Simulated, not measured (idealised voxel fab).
process module | voxel transistor to metal
cross-section cut | 200 nm wide | cells 5 nm
A cross-section is a grid of square cells, given in bands from the top down. A band is one or more rows of cells.
Each band's line starts with the height of the band's top and of its bottom, in nm. Then come its materials from left to right, each with its width in nm. One material with "throughout" fills the band from edge to edge. "air" is empty space.
Height 0 is the level under which the wafer as received is all one material. The lowest band goes on downwards, as in "0 down".
A width such as "30 to 40" changes by the same amount from each row of cells to the next, from the band's top row to its bottom row.
"no change" after a step means that no cell of the cross-section changed.
closed voids: empty space of 8 cells or more with no open way to the top, each as width x height at its distance from the left edge, in nm
after a step's settings: what the simulator itself notes on the step
overlay nm, on a step with a mask: how far to the right of its planned place the mask lay; to the left if negative
plan
1 op RECEIVE | material Si
2 op CONFORMAL_DEP | material SiO2 | thk nm 5
3 op CONFORMAL_DEP | material SiN | thk nm 10
4 op MASKED_ETCH | tone cover | mask id ACTIVE | width nm 135 | etch materials SiN | depth nm 10 | overlay nm 0
5 op MASKED_ETCH | tone cover | mask id ACTIVE | width nm 135 | etch materials SiO2 | depth nm 5 | overlay nm 0
6 op MASKED_ETCH | tone cover | mask id ACTIVE | width nm 135 | etch materials Si | depth nm 35 | overlay nm 0
7 op OXIDIZE | depth nm 5
8 op FILL_DEP | material SiO2 | thk nm 10
9 op CMP | height nm 15
10 op SELECTIVE_ETCH | etch materials SiO2 | depth nm 5
11 op STRIP | etch materials SiN
12 op SELECTIVE_ETCH | etch materials SiO2 | depth nm 5
13 op OXIDIZE | depth nm 5
14 op DIRECTIONAL_DEP | material polySi | thk nm 30
15 op DIRECTIONAL_DEP | material SiCN | thk nm 15
16 op DIRECTIONAL_DEP | material aC | thk nm 15
17 op PATTERN | tone cover | mask id GATE | material resist | width nm 35 | thk nm 35 | overlay nm 0
18 op DIRECTIONAL_ETCH | etch materials aC | depth nm 15
19 op STRIP | etch materials resist
20 op DIRECTIONAL_ETCH | etch materials SiCN | depth nm 25
21 op DIRECTIONAL_ETCH | etch materials polySi | depth nm 40
22 op STRIP | etch materials aC
23 op CONFORMAL_DEP | material SiO2 | thk nm 5
24 op DIRECTIONAL_ETCH | etch materials SiO2 | depth nm 5
25 op CONFORMAL_DEP | material SiN | thk nm 10
26 op DIRECTIONAL_ETCH | etch materials SiN | depth nm 10
27 op DIRECTIONAL_ETCH | etch materials SiO2 | depth nm 5
28 op DIRECTIONAL_ETCH | etch materials Si | depth nm 5
29 op EPI | material pSi | thk nm 5
30 op FILL_DEP | material SiO2 | thk nm 5
31 op CMP | height nm 30
32 op STRIP | etch materials polySi
33 op SELECTIVE_ETCH | etch materials SiO2 | depth nm 5
34 op CONFORMAL_DEP | material HfO2 | thk nm 5
35 op CONFORMAL_DEP | material TiN | thk nm 5
36 op FILL_DEP | material W | thk nm 5
37 op CMP | height nm 25
38 op DIRECTIONAL_DEP | material SiO2 | thk nm 10
39 op PATTERN | tone open | mask id CONTACT | material resist | width nm 20 | pitch nm 95 | thk nm 15 | overlay nm 0
40 op DIRECTIONAL_ETCH | etch materials SiO2 | depth nm 40
41 op STRIP | etch materials resist
42 op CONFORMAL_DEP | material TiN | thk nm 5
43 op FILL_DEP | material W | thk nm 10
44 op CMP | height nm 35
45 op DIRECTIONAL_DEP | material TiN | thk nm 5
46 op DIRECTIONAL_DEP | material Ru | thk nm 15
47 op MASKED_ETCH | tone cover | mask id METAL_1 | width nm 20 | pitch nm 95 | etch materials Ru | depth nm 15 | overlay nm 0
48 op MASKED_ETCH | tone cover | mask id METAL_1 | width nm 20 | pitch nm 95 | etch materials TiN | depth nm 5 | overlay nm 0
49 op CONFORMAL_DEP | material SiN | thk nm 5
50 op FILL_DEP | material lowk | thk nm 5
51 op CMP | height nm 55
52 op CONFORMAL_DEP | material SiCN | thk nm 5
as received, after step 1
  0 down: Si throughout
  closed voids: none
first wafer at the end, as planned
  60 to 55: SiCN throughout
  55 to 40: lowk 35 | SiN 5 | Ru 20 | SiN 5 | lowk 65 | SiN 5 | Ru 20 | SiN 5 | lowk 40
  40 to 35: SiN 40 | TiN 20 | SiN 75 | TiN 20 | SiN 45
  35 to 25: SiO2 40 | TiN 5 | W 10 | TiN 5 | SiO2 75 | TiN 5 | W 10 | TiN 5 | SiO2 45
  25 to 5: SiO2 40 | TiN 5 | W 10 | TiN 5 | SiO2 5 | SiN 10 | HfO2 5 | TiN 5 | W 25 | TiN 5 | HfO2 5 | SiN 10 | SiO2 5 | TiN 5 | W 10 | TiN 5 | SiO2 45
  5 to 0: SiO2 30 | SiN 10 | TiN 10 | W 5 | TiN 5 | SiO2 5 | SiN 10 | HfO2 5 | TiN 35 | HfO2 5 | SiN 10 | SiO2 5 | TiN 5 | W 5 | TiN 10 | SiN 10 | SiO2 35
  0 to -5: SiO2 40 | pSi 5 | TiN 15 | pSi 5 | SiO2 10 | HfO2 45 | SiO2 10 | pSi 5 | TiN 15 | pSi 5 | SiO2 45
  -5 to -10: SiO2 35 | Si 5 | pSi 25 | Si 65 | pSi 25 | Si 5 | SiO2 40
  -10 to -40: SiO2 35 | Si 125 | SiO2 40
  -40 down: Si throughout
  closed voids: none
second wafer at the end: like start, like plan, one mistake
  60 to 55: SiCN throughout
  55 to 40: lowk 35 | SiN 5 | Ru 20 | SiN 5 | lowk 65 | SiN 5 | Ru 20 | SiN 5 | lowk 40
  40 to 35: SiN 40 | TiN 20 | SiN 75 | TiN 20 | SiN 45
  35 to 25: SiO2 40 | TiN 5 | W 10 | TiN 5 | SiO2 75 | TiN 5 | W 10 | TiN 5 | SiO2 45
  25 to 10: SiO2 40 | TiN 5 | W 10 | TiN 5 | SiO2 5 | SiN 10 | HfO2 5 | TiN 5 | W 25 | TiN 5 | HfO2 5 | SiN 10 | SiO2 5 | TiN 5 | W 10 | TiN 5 | SiO2 45
  10 to 5: SiO2 40 | TiN 10 | W 5 | TiN 5 | SiO2 5 | SiN 10 | HfO2 5 | TiN 5 | W 25 | TiN 5 | HfO2 5 | SiN 10 | SiO2 5 | TiN 5 | W 5 | TiN 10 | SiO2 45
  5 to 0: SiO2 35 | SiN 10 | TiN 15 | SiO2 5 | SiN 10 | HfO2 5 | TiN 35 | HfO2 5 | SiN 10 | SiO2 5 | TiN 15 | SiN 10 | SiO2 40
  0 to -5: SiO2 45 | pSi 5 | TiN 10 | pSi 5 | SiO2 10 | HfO2 45 | SiO2 10 | pSi 5 | TiN 10 | pSi 5 | SiO2 50
  -5 to -10: SiO2 35 | Si 10 | pSi 20 | Si 65 | pSi 20 | Si 10 | SiO2 40
  -10 to -40: SiO2 35 | Si 125 | SiO2 40
  -40 down: Si throughout
  closed voids: none
what went wrong: step 4 ran as: op MASKED_ETCH | tone cover | mask id ACTIVE | width nm 125 | etch materials SiN | depth nm 10 | overlay nm 0
at the end the second wafer has, in cells: 2 more of Si | 4 more of SiO2 | 4 fewer of W | 2 fewer of pSi
